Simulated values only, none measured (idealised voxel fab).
Process module heading - voxel air gaps
Section shown: cut. Width: 240 nm. Cell size: 5 nm, square.
A cross-section in this document is a grid of square cells, and it is written down as bands, the top band listed before the ones below it; a band is made up of one or more rows of cells.
For a band, the entry starts with two heights in nm, that of the top and then that of the bottom, and carries on with the band's materials in order from left to right, each alongside its width in nm; the word "everywhere" beside a single material means it fills the band edge to edge, and "blank" means empty space.
Heights are expressed relative to 0, this being the level below which the as-received wafer comprises one material exclusively. The lowest band is unbounded in the downward direction and is denoted as in "from 0 down".
Per-row width for "30->40": begins at first number (top row of band), ends at second number (bottom row), increment between rows held constant.
Step note "remained the same" = no cross-section cell changed.
Any empty space of 8 cells or more lacking an open way to the top shows up in "Closed void catalog" as width x height at distance, distance from the left edge, in nm.
If you see something after the settings on a step's line, that's the simulator's own remark about that step.
Each step line may optionally specify "overlay nm", which for a step with a mask gives the rightward distance between the mask's planned place and where it lay, a negative value indicating the leftward direction.
-- Below is the list of planned process steps
1. op RECEIVE | material Si
2. op CONFORMAL_DEP | material SiO2 | thk nm 15
3. op CONFORMAL_DEP | material SiCN | thk nm 5
4. op DIRECTIONAL_DEP | material SiO2 | thk nm 40
5. op PATTERN | tone open | mask id LINES | material resist | width nm 15 | pitch nm 40 | thk nm 20 | overlay nm 0
6. op DIRECTIONAL_ETCH | etch materials SiO2 | depth nm 40
7. op STRIP | etch materials resist
8. op CONFORMAL_DEP | material TiN | thk nm 5
9. op FILL_DEP | material Cu | thk nm 5
10. op CMP | height nm 60
11. op EPI | material Ru | thk nm 10
12. op SELECTIVE_ETCH | etch materials SiO2 | depth nm 50
13. op CONFORMAL_DEP | material SiCN | thk nm 5
-- So this is the incoming wafer in cross-section - it's already been through step 1
from 0 down | Si everywhere
Closed void catalog: none
-- Final cross-section, module run with one mistake (start and plan as above)
from 75 to 70 | 35 of blank; 165 of SiCN; 40 of blank
from 70 to 60 | 35 of blank; 5 of SiCN; 35 of Ru; 5 of SiCN; 35 of Ru; 5 of SiCN; 35 of Ru; 5 of SiCN; 35 of Ru; 5 of SiCN; 40 of blank
from 60 to 25 | 35 of blank; 5 of SiCN; 10 of Ru; 5 of TiN; 5 of Cu; 5 of TiN; 10 of Ru; 5 of SiCN; 10 of Ru; 5 of TiN; 5 of Cu; 5 of TiN; 10 of Ru; 5 of SiCN; 10 of Ru; 5 of TiN; 5 of Cu; 5 of TiN; 10 of Ru; 5 of SiCN; 10 of Ru; 5 of TiN; 5 of Cu; 5 of TiN; 10 of Ru; 5 of SiCN; 40 of blank
from 25 to 20 | 40 of SiCN; 10 of Ru; 15 of TiN; 10 of Ru; 5 of SiCN; 10 of Ru; 15 of TiN; 10 of Ru; 5 of SiCN; 10 of Ru; 15 of TiN; 10 of Ru; 5 of SiCN; 10 of Ru; 15 of TiN; 10 of Ru; 45 of SiCN
from 20 to 15 | SiCN everywhere
from 15 to 0 | SiO2 everywhere
from 0 down | Si everywhere
Closed void catalog: none
Which mistake was made when the wafer was run? contrary to the plan, steps 11 and 12 were processed in exchanged order
